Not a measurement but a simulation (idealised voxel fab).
The following process module bears the name voxel wiring stack.
We display cut, a cross-section 280 nm in width whose square cells are each 5 nm.
The cross-sections in this document take the form of a grid made of square cells. They are written out as bands, in order from top to bottom. Each band consists of one or more rows of cells.
Look at the band entry: it leads with the top's height and the bottom's height in nm. Then it lists the materials left to right, with a width in nm for each. The word "edge to edge" on a single material says that material fills the band edge to edge. The word "blank" is empty space.
Height is counted from the level 0, under which the received wafer is composed throughout of one material. The lowest of the bands is not closed at the bottom but continues downward, in the notation "0 and below".
You'd read "30->40" like this: the band's top row of cells is as wide as the first number, its bottom row is as wide as the second, and going down, every row changes width by the same amount as the row before did.
What does "same as before" mean for a step? It means no cell of the cross-section changed in that step.
For the entry "Enclosed void listing", the listed items are empty spaces with no open way to the top whose size is 8 cells or more; each item follows the pattern width x height at distance, where distance is from the left edge and all three are in nm.
The remark found on a step's line after its settings is issued by the simulator itself and pertains to that step.
When a step includes a mask, the "overlay nm" setting on its line states how far to the right of its planned place that mask lay, and negative values state how far to the left.

The process steps that were planned are listed below
| 1 | RECEIVE,material Si |
| 2 | CONFORMAL_DEP,material SiO2,thk nm 10 |
| 3 | DIRECTIONAL_DEP,material TiN,thk nm 5 |
| 4 | DIRECTIONAL_DEP,material W,thk nm 15 |
| 5 | MASKED_ETCH,tone cover,mask id METAL_1,width nm 25,pitch nm 40,etch materials W,depth nm 15,overlay nm 0 |
| 6 | MASKED_ETCH,tone cover,mask id METAL_1,width nm 25,pitch nm 40,etch materials TiN,depth nm 5,overlay nm 0 |
| 7 | CONFORMAL_DEP,material SiCN,thk nm 5 |
| 8 | FILL_DEP,material SiO2,thk nm 5 |
| 9 | CMP,height nm 30 |
| 10 | CONFORMAL_DEP,material SiCN,thk nm 5 |
| 11 | DIRECTIONAL_DEP,material SiO2,thk nm 20 |
| 12 | DIRECTIONAL_DEP,material aC,thk nm 15 |
| 13 | PATTERN,tone open,mask id PLUG_1,material resist,width nm 15,pitch nm 40,thk nm 35,overlay nm 0 |
| 14 | DIRECTIONAL_ETCH,etch materials aC,depth nm 15 |
| 15 | STRIP,etch materials resist |
| 16 | DIRECTIONAL_ETCH,etch materials SiO2,depth nm 20 |
| 17 | DIRECTIONAL_ETCH,etch materials SiCN,depth nm 5 |
| 18 | STRIP,etch materials aC |
| 19 | CONFORMAL_DEP,material TiN,thk nm 5 |
| 20 | FILL_DEP,material Cu,thk nm 5 |
| 21 | CMP,height nm 55 |
| 22 | DIRECTIONAL_DEP,material TiN,thk nm 5 |
| 23 | DIRECTIONAL_DEP,material W,thk nm 15 |
| 24 | DIRECTIONAL_DEP,material aC,thk nm 15 |
| 25 | PATTERN,tone cover,mask id METAL_2,material resist,width nm 25,pitch nm 40,thk nm 35,overlay nm 0 |
| 26 | DIRECTIONAL_ETCH,etch materials aC,depth nm 15 |
| 27 | STRIP,etch materials resist |
| 28 | DIRECTIONAL_ETCH,etch materials W,depth nm 15 |
| 29 | DIRECTIONAL_ETCH,etch materials TiN,depth nm 5 |
| 30 | STRIP,etch materials aC |
| 31 | CONFORMAL_DEP,material SiN,thk nm 5 |
| 32 | FILL_DEP,material SiO2,thk nm 5 |
| 33 | CMP,height nm 75 |
| 34 | CONFORMAL_DEP,material SiCN,thk nm 5 |
| 35 | DIRECTIONAL_DEP,material lowk,thk nm 30 |
| 36 | MASKED_ETCH,tone open,mask id METAL_3,width nm 25,pitch nm 40,etch materials lowk,depth nm 20,overlay nm 0 |
| 37 | DIRECTIONAL_DEP,material aC,thk nm 15 |
| 38 | PATTERN,tone open,mask id METAL_3_HOLES,material resist,width nm 15,pitch nm 40,thk nm 35,overlay nm 0 |
| 39 | DIRECTIONAL_ETCH,etch materials aC,depth nm 15 |
| 40 | STRIP,etch materials resist |
| 41 | DIRECTIONAL_ETCH,etch materials lowk,depth nm 10 |
| 42 | DIRECTIONAL_ETCH,etch materials SiCN,depth nm 5 |
| 43 | STRIP,etch materials aC |
| 44 | CONFORMAL_DEP,material TiN,thk nm 5 |
| 45 | FILL_DEP,material Cu,thk nm 10 |
| 46 | CMP,height nm 110 |
| 47 | CONFORMAL_DEP,material SiCN,thk nm 5 |
| 48 | DIRECTIONAL_DEP,material SiO2,thk nm 15 |
| 49 | DIRECTIONAL_DEP,material aC,thk nm 15 |
| 50 | PATTERN,tone open,mask id PLUG_3,material resist,width nm 15,thk nm 30,overlay nm 0 |
| 51 | DIRECTIONAL_ETCH,etch materials aC,depth nm 15 |
| 52 | STRIP,etch materials resist |
| 53 | DIRECTIONAL_ETCH,etch materials SiO2,depth nm 15 |
| 54 | DIRECTIONAL_ETCH,etch materials SiCN,depth nm 5 |
| 55 | STRIP,etch materials aC |
| 56 | CONFORMAL_DEP,material TiN,thk nm 5 |
| 57 | FILL_DEP,material Ru,thk nm 5 |
| 58 | CMP,height nm 130 |
| 59 | DIRECTIONAL_DEP,material TiN,thk nm 5 |
| 60 | DIRECTIONAL_DEP,material Ru,thk nm 25 |
| 61 | DIRECTIONAL_DEP,material aC,thk nm 10 |
| 62 | PATTERN,tone cover,mask id METAL_4,material resist,width nm 25,pitch nm 40,thk nm 25,overlay nm 0 |
| 63 | DIRECTIONAL_ETCH,etch materials aC,depth nm 10 |
| 64 | STRIP,etch materials resist |
| 65 | DIRECTIONAL_ETCH,etch materials Ru,depth nm 25 |
| 66 | DIRECTIONAL_ETCH,etch materials TiN,depth nm 5 |
| 67 | STRIP,etch materials aC |
| 68 | CONFORMAL_DEP,material SiN,thk nm 5 |
| 69 | FILL_DEP,material lowk,thk nm 10 |
| 70 | CMP,height nm 160 |
| 71 | CONFORMAL_DEP,material SiCN,thk nm 5 |

As-received wafer cross-section (after step 1)
* 0 and below = Si edge to edge
* Enclosed void listing: none

The following cross-section depicts the wafer upon conclusion of the module. Processing commenced from the starting condition illustrated above and adhered to the plan illustrated above, save for one mistake in execution
* 165 down to 160 = SiCN edge to edge
* 160 down to 135 = lowk (100) / SiN (5) / Ru (25) / SiN (5) / lowk (5) / SiN (5) / Ru (25) / SiN (5) / lowk (105)
* 135 down to 130 = SiN (105) / TiN (25) / SiN (15) / TiN (25) / SiN (110)
* 130 down to 115 = SiO2 (105) / TiN (5) / Ru (5) / TiN (5) / SiO2 (160)
* 115 down to 110 = SiCN (105) / TiN (15) / SiCN (160)
* 110 down to 95 = lowk (105) / TiN (5) / Cu (15) / TiN (5) / lowk (15) / TiN (5) / Cu (15) / TiN (5) / lowk (110)
* 95 down to 90 = lowk (105) / TiN (5) / Cu (5) / TiN (15) / lowk (15) / TiN (5) / Cu (5) / TiN (15) / lowk (110)
* 90 down to 80 = lowk (105) / TiN (5) / Cu (5) / TiN (5) / lowk (25) / TiN (5) / Cu (5) / TiN (5) / lowk (120)
* 80 down to 75 = SiCN (105) / TiN (15) / SiCN (25) / TiN (15) / SiCN (120)
* 75 down to 70 = SiO2 edge to edge
* 70 down to 65 = SiO2 (100) / SiN (35) / SiO2 (5) / SiN (35) / SiO2 (105)
* 65 down to 50 = SiO2 (100) / SiN (5) / W (25) / SiN (5) / SiO2 (5) / SiN (5) / W (25) / SiN (5) / SiO2 (105)
* 50 down to 45 = SiN (105) / TiN (25) / SiN (15) / TiN (25) / SiN (110)
* 45 down to 35 = SiO2 (105) / TiN (5) / Cu (5) / TiN (5) / SiO2 (25) / TiN (5) / Cu (5) / TiN (5) / SiO2 (120)
* 35 down to 30 = SiCN (105) / TiN (15) / SiCN (25) / TiN (15) / SiCN (120)
* 30 down to 15 = SiO2 (100) / SiCN (5) / W (25) / SiCN (5) / SiO2 (5) / SiCN (5) / W (25) / SiCN (5) / SiO2 (105)
* 15 down to 10 = SiCN (105) / TiN (25) / SiCN (15) / TiN (25) / SiCN (110)
* 10 down to 0 = SiO2 edge to edge
* 0 and below = Si edge to edge
* Enclosed void listing: none
So what did we get wrong on this run? step 21 was processed under conditions differing from the plan, specifically as CMP,height nm 45
